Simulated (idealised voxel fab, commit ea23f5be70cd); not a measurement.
Process module under the name voxel ribs on slabs
The cross-section shown here is cut; it is 240 nm wide and divided into square cells measuring 5 nm on a side.
Cross-sections here: square-cell grids, written as top-down lists of bands, a band being one or more rows of cells. Look at the band entry: it leads with the top's height and the bottom's height in nm. Then it lists the materials left to right, with a width in nm for each. The word "full width" on a single material says that material fills the band edge to edge. The word "empty" is empty space. A quick word on heights: they are counted from 0, and under that level the wafer as it came to us is one material throughout. The lowest band is different from the rest in having no bottom; it simply continues downward, written as in "0 -> down". Think of "30->40" as a width that walks from the first number to the second as you go down the band, top row to bottom row, taking equal-sized steps from row to row. It should be understood that the words "everything unchanged", when stated for a given step, signify that the cross-section underwent no change in any of its cells during that step. The entry titled "Fully enclosed voids" provides the empty spaces that have no open way to the top, restricted to those of 8 cells or more. Each is presented as width x height at distance, the distance being measured from the left edge, with all three in nm. Text after the settings on a step's line: the simulator's own remark on that step. overlay nm: where the mask lay relative to plan, measured to the right, on steps with a mask; negatives go left.

Here's what the planned process steps look like:
step 1: op RECEIVE | material Si
step 2: op DIRECTIONAL_DEP | material SiO2 | thk nm 30
step 3: op DIRECTIONAL_DEP | material SiN | thk nm 25
step 4: op DIRECTIONAL_DEP | material aC | thk nm 10
step 5: op PATTERN | tone cover | mask id RIB | material resist | width nm 25 | thk nm 25 | overlay nm 0
step 6: op DIRECTIONAL_ETCH | etch materials aC | depth nm 10
step 7: op STRIP | etch materials resist
step 8: op DIRECTIONAL_ETCH | etch materials SiN | depth nm 10
step 9: op STRIP | etch materials aC
step 10: op PATTERN | tone cover | mask id SLAB | material resist | width nm 85 | thk nm 20 | overlay nm 0
step 11: op DIRECTIONAL_ETCH | etch materials SiN | depth nm 15
step 12: op STRIP | etch materials resist
step 13: op FILL_DEP | material SiO2 | thk nm 30
step 14: op CMP | height nm 75
step 15: op DIRECTIONAL_DEP | material W | thk nm 10
step 16: op DIRECTIONAL_DEP | material aC | thk nm 15
step 17: op PATTERN | tone cover | mask id HEATER | material resist | width nm 35 | thk nm 35 | overlay nm 0
step 18: op DIRECTIONAL_ETCH | etch materials aC | depth nm 15
step 19: op STRIP | etch materials resist
step 20: op DIRECTIONAL_ETCH | etch materials W | depth nm 10
step 21: op STRIP | etch materials aC
step 22: op CONFORMAL_DEP | material SiN | thk nm 10

First wafer of two (run as planned):

Cross-section of the wafer upon arrival, representing the state reached after step 1:
0 -> down: Si full width
Fully enclosed voids: none

After step 2:
30 -> 0: SiO2 full width
Below 0, the layers are the same as they were.

After step 3:
55 -> 30: SiN full width
Below 30, the layers are the same as they were.

After step 4:
65 -> 55: aC full width
Below 55, the layers are the same as they were.

After step 5:
90 -> 65: 105 nm empty, 25 nm resist, 110 nm empty
Below 65, the layers are the same as they were.

After step 6:
80 -> 65: 105 nm empty, 25 nm resist, 110 nm empty
65 -> 55: 105 nm empty, 25 nm aC, 110 nm empty
Below 55, the layers are the same as they were.

After step 7:
65 -> 55: 105 nm empty, 25 nm aC, 110 nm empty
Below 55, the layers are the same as they were.

After step 8:
65 -> 55: 105 nm empty, 25 nm aC, 110 nm empty
55 -> 45: 105 nm empty, 25 nm SiN, 110 nm empty
Below 45, the layers are the same as they were.

After step 9:
55 -> 45: 105 nm empty, 25 nm SiN, 110 nm empty
Below 45, the layers are the same as they were.

After step 10:
75 -> 55: 75 nm empty, 85 nm resist, 80 nm empty
55 -> 45: 75 nm empty, 30 nm resist, 25 nm SiN, 30 nm resist, 80 nm empty
Below 45, the layers are the same as they were.

After step 11:
75 -> 55: 75 nm empty, 85 nm resist, 80 nm empty
55 -> 45: 75 nm empty, 30 nm resist, 25 nm SiN, 30 nm resist, 80 nm empty
45 -> 30: 75 nm empty, 85 nm SiN, 80 nm empty
Below 30, the layers are the same as they were.

After step 12:
55 -> 45: 105 nm empty, 25 nm SiN, 110 nm empty
Below 45, the layers are the same as they were.

After step 13:
85 -> 55: SiO2 full width
55 -> 45: 105 nm SiO2, 25 nm SiN, 110 nm SiO2
45 -> 30: 75 nm SiO2, 85 nm SiN, 80 nm SiO2
Below 30, the layers are the same as they were.

After step 14:
75 -> 55: SiO2 full width
Below 55, the layers are the same as they were.

After step 15:
85 -> 75: W full width
Below 75, the layers are the same as they were.

After step 16:
100 -> 85: aC full width
Below 85, the layers are the same as they were.

After step 17:
135 -> 100: 100 nm empty, 35 nm resist, 105 nm empty
Below 100, the layers are the same as they were.

After step 18:
120 -> 100: 100 nm empty, 35 nm resist, 105 nm empty
100 -> 85: 100 nm empty, 35 nm aC, 105 nm empty
Below 85, the layers are the same as they were.

After step 19:
100 -> 85: 100 nm empty, 35 nm aC, 105 nm empty
Below 85, the layers are the same as they were.

After step 20:
100 -> 85: 100 nm empty, 35 nm aC, 105 nm empty
85 -> 75: 100 nm empty, 35 nm W, 105 nm empty
Below 75, the layers are the same as they were.

After step 21:
85 -> 75: 100 nm empty, 35 nm W, 105 nm empty
Below 75, the layers are the same as they were.

After step 22:
95 -> 85: 90 nm empty, 55 nm SiN, 95 nm empty
85 -> 75: 100 nm SiN, 35 nm W, 105 nm SiN
Below 75, the layers are the same as they were.

Notes, second wafer: start = first wafer's, plan = first wafer's, execution had one mistake; history identical to first through step 16:

X-section, second wafer, when step 17 was due to finish:
135 -> 100: 105 nm empty, 25 nm resist, 110 nm empty
Below 100, the layers are the same as they were.

X-section, second wafer, when step 18 was due to finish:
120 -> 100: 105 nm empty, 25 nm resist, 110 nm empty
100 -> 85: 105 nm empty, 25 nm aC, 110 nm empty
Below 85, the layers are the same as they were.

X-section, second wafer, when step 19 was due to finish:
100 -> 85: 105 nm empty, 25 nm aC, 110 nm empty
Below 85, the layers are the same as they were.

X-section, second wafer, when step 20 was due to finish:
100 -> 85: 105 nm empty, 25 nm aC, 110 nm empty
85 -> 75: 105 nm empty, 25 nm W, 110 nm empty
Below 75, the layers are the same as they were.

X-section, second wafer, when step 21 was due to finish:
85 -> 75: 105 nm empty, 25 nm W, 110 nm empty
Below 75, the layers are the same as they were.

X-section, second wafer, when step 22 was due to finish:
95 -> 85: 95 nm empty, 45 nm SiN, 100 nm empty
85 -> 75: 105 nm SiN, 25 nm W, 110 nm SiN
Below 75, the layers are the same as they were.
Plan not followed: step 17 ran with different settings than intended, the actual operation and settings being op PATTERN | tone cover | mask id HEATER | material resist | width nm 25 | thk nm 35 | overlay nm 0
In the final state, the cell counts of the second wafer exceed or fall short of those of the first for the following materials: W: 4 fewer
